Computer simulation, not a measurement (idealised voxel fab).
process module | voxel wiring stack
cross-section cut | 290 nm wide | cells 5 nm
A cross-section is a grid of square cells, given in bands from the top down. A band is one or more rows of cells.
Each band's line starts with the height of the band's top and of its bottom, in nm. Then come its materials from left to right, each with its width in nm. One material with "throughout" fills the band from edge to edge. "air" is empty space.
Height 0 is the level under which the wafer as received is all one material. The lowest band goes on downwards, as in "0 down".
A width such as "30 to 40" changes by the same amount from each row of cells to the next, from the band's top row to its bottom row.
"no change" after a step means that no cell of the cross-section changed.
closed voids: empty space of 8 cells or more with no open way to the top, each as width x height at its distance from the left edge, in nm
after a step's settings: what the simulator itself notes on the step
overlay nm, on a step with a mask: how far to the right of its planned place the mask lay; to the left if negative
plan
1 op RECEIVE | material Si
2 op CONFORMAL_DEP | material SiO2 | thk nm 15
3 op DIRECTIONAL_DEP | material TiN | thk nm 5
4 op DIRECTIONAL_DEP | material Ru | thk nm 25
5 op DIRECTIONAL_DEP | material aC | thk nm 10
6 op PATTERN | tone cover | mask id METAL_1 | material resist | width nm 25 | pitch nm 40 | thk nm 30 | overlay nm 0
7 op DIRECTIONAL_ETCH | etch materials aC | depth nm 10
8 op STRIP | etch materials resist
9 op DIRECTIONAL_ETCH | etch materials Ru | depth nm 25
10 op DIRECTIONAL_ETCH | etch materials TiN | depth nm 5
11 op STRIP | etch materials aC
12 op FILL_DEP | material lowk | thk nm 10
13 op CMP | height nm 45
14 op CONFORMAL_DEP | material SiCN | thk nm 5
15 op DIRECTIONAL_DEP | material SiO2 | thk nm 20
16 op PATTERN | tone open | mask id PLUG_1 | material resist | width nm 15 | pitch nm 40 | thk nm 20 | overlay nm 0
17 op DIRECTIONAL_ETCH | etch materials SiO2 | depth nm 20
18 op DIRECTIONAL_ETCH | etch materials SiCN | depth nm 5
19 op STRIP | etch materials resist
20 op EPI | material Ru | thk nm 10
21 op EPI | material Ru | thk nm 10
22 op EPI | material Ru | thk nm 5
23 op DIRECTIONAL_DEP | material TiN | thk nm 5
24 op DIRECTIONAL_DEP | material Ru | thk nm 20
25 op DIRECTIONAL_DEP | material aC | thk nm 15
26 op PATTERN | tone cover | mask id METAL_2 | material resist | width nm 25 | pitch nm 40 | thk nm 30 | overlay nm 0
27 op DIRECTIONAL_ETCH | etch materials aC | depth nm 15
28 op STRIP | etch materials resist
29 op DIRECTIONAL_ETCH | etch materials Ru | depth nm 20
30 op DIRECTIONAL_ETCH | etch materials TiN | depth nm 5
31 op STRIP | etch materials aC
32 op FILL_DEP | material lowk | thk nm 10
33 op CMP | height nm 95
34 op CONFORMAL_DEP | material SiCN | thk nm 5
35 op DIRECTIONAL_DEP | material SiO2 | thk nm 30
36 op DIRECTIONAL_DEP | material aC | thk nm 10
37 op PATTERN | tone open | mask id METAL_3 | material resist | width nm 25 | pitch nm 40 | thk nm 25 | overlay nm 0
38 op DIRECTIONAL_ETCH | etch materials aC | depth nm 10
39 op STRIP | etch materials resist
40 op DIRECTIONAL_ETCH | etch materials SiO2 | depth nm 15
41 op STRIP | etch materials aC
42 op PATTERN | tone open | mask id METAL_3_HOLES | material resist | width nm 15 | thk nm 15 | overlay nm 0
43 op DIRECTIONAL_ETCH | etch materials SiO2 | depth nm 15
44 op DIRECTIONAL_ETCH | etch materials SiCN | depth nm 5
45 op STRIP | etch materials resist
46 op CONFORMAL_DEP | material TiN | thk nm 5
47 op FILL_DEP | material Cu | thk nm 5
48 op CMP | height nm 130
49 op CONFORMAL_DEP | material SiCN | thk nm 5
50 op DIRECTIONAL_DEP | material SiO2 | thk nm 25
51 op MASKED_ETCH | tone open | mask id METAL_4_HOLES | width nm 15 | pitch nm 40 | etch materials SiO2 | depth nm 25 | overlay nm 0
52 op PATTERN | tone open | mask id METAL_4 | material resist | width nm 25 | pitch nm 40 | thk nm 20 | overlay nm 0
53 op DIRECTIONAL_ETCH | etch materials SiO2 | depth nm 15
54 op DIRECTIONAL_ETCH | etch materials SiCN | depth nm 5
55 op STRIP | etch materials resist
56 op CONFORMAL_DEP | material TiN | thk nm 5
57 op FILL_DEP | material Cu | thk nm 5
58 op CMP | height nm 160
59 op CONFORMAL_DEP | material SiCN | thk nm 5
as received, after step 1
  0 down: Si throughout
  closed voids: none
first wafer at the end, as planned
  165 to 160: SiCN throughout
  160 to 150: SiO2 110 | TiN 5 | Cu 15 | TiN 5 | SiO2 15 | TiN 5 | Cu 15 | TiN 5 | SiO2 115
  150 to 145: SiO2 110 | TiN 5 | Cu 5 | TiN 15 | SiO2 15 | TiN 5 | Cu 5 | TiN 15 | SiO2 115
  145 to 135: SiO2 110 | TiN 5 | Cu 5 | TiN 5 | SiO2 25 | TiN 5 | Cu 5 | TiN 5 | SiO2 125
  135 to 130: SiCN 110 | TiN 15 | SiCN 25 | TiN 15 | SiCN 125
  130 to 120: SiO2 110 | TiN 5 | Cu 15 | TiN 5 | SiO2 15 | TiN 5 | Cu 15 | TiN 5 | SiO2 115
  120 to 115: SiO2 110 | TiN 5 | Cu 5 | TiN 15 | SiO2 15 | TiN 25 | SiO2 115
  115 to 100: SiO2 110 | TiN 5 | Cu 5 | TiN 5 | SiO2 165
  100 to 95: SiCN 110 | TiN 15 | SiCN 165
  95 to 75: lowk 110 | Ru 25 | lowk 15 | Ru 25 | lowk 115
  75 to 70: lowk 110 | TiN 25 | lowk 15 | TiN 25 | lowk 115
  70 to 50: SiO2 110 | Ru 15 | SiO2 25 | Ru 15 | SiO2 125
  50 to 45: SiCN 110 | Ru 15 | SiCN 25 | Ru 15 | SiCN 125
  45 to 20: lowk 110 | Ru 25 | lowk 15 | Ru 25 | lowk 115
  20 to 15: lowk 110 | TiN 25 | lowk 15 | TiN 25 | lowk 115
  15 to 0: SiO2 throughout
  0 down: Si throughout
  closed voids: none
second wafer at the end: like start, like plan, one mistake
  165 to 160: SiCN throughout
  160 to 155: Cu throughout
  155 to 150: TiN 115 | Cu 15 | TiN 25 | Cu 15 | TiN 120
  150 to 140: SiO2 110 | TiN 5 | Cu 15 | TiN 5 | SiO2 15 | TiN 5 | Cu 15 | TiN 5 | SiO2 115
  140 to 135: SiO2 110 | TiN 5 | Cu 5 | TiN 15 | SiO2 15 | TiN 5 | Cu 5 | TiN 15 | SiO2 115
  135 to 125: SiO2 110 | TiN 5 | Cu 5 | TiN 5 | SiO2 25 | TiN 5 | Cu 5 | TiN 5 | SiO2 125
  125 to 120: SiCN 110 | TiN 15 | SiCN 25 | TiN 15 | SiCN 125
  120 to 115: SiO2 110 | TiN 5 | Cu 5 | TiN 15 | SiO2 15 | TiN 25 | SiO2 115
  115 to 100: SiO2 110 | TiN 5 | Cu 5 | TiN 5 | SiO2 165
  100 to 95: SiCN 110 | TiN 15 | SiCN 165
  95 to 75: lowk 110 | Ru 25 | lowk 15 | Ru 25 | lowk 115
  75 to 70: lowk 110 | TiN 25 | lowk 15 | TiN 25 | lowk 115
  70 to 50: SiO2 110 | Ru 15 | SiO2 25 | Ru 15 | SiO2 125
  50 to 45: SiCN 110 | Ru 15 | SiCN 25 | Ru 15 | SiCN 125
  45 to 20: lowk 110 | Ru 25 | lowk 15 | Ru 25 | lowk 115
  20 to 15: lowk 110 | TiN 25 | lowk 15 | TiN 25 | lowk 115
  15 to 0: SiO2 throughout
  0 down: Si throughout
  closed voids: none
what went wrong: step 48 ran as: op CMP | height nm 120
at the end the second wafer has, in cells: 52 more of Cu | 96 fewer of SiO2 | 44 more of TiN
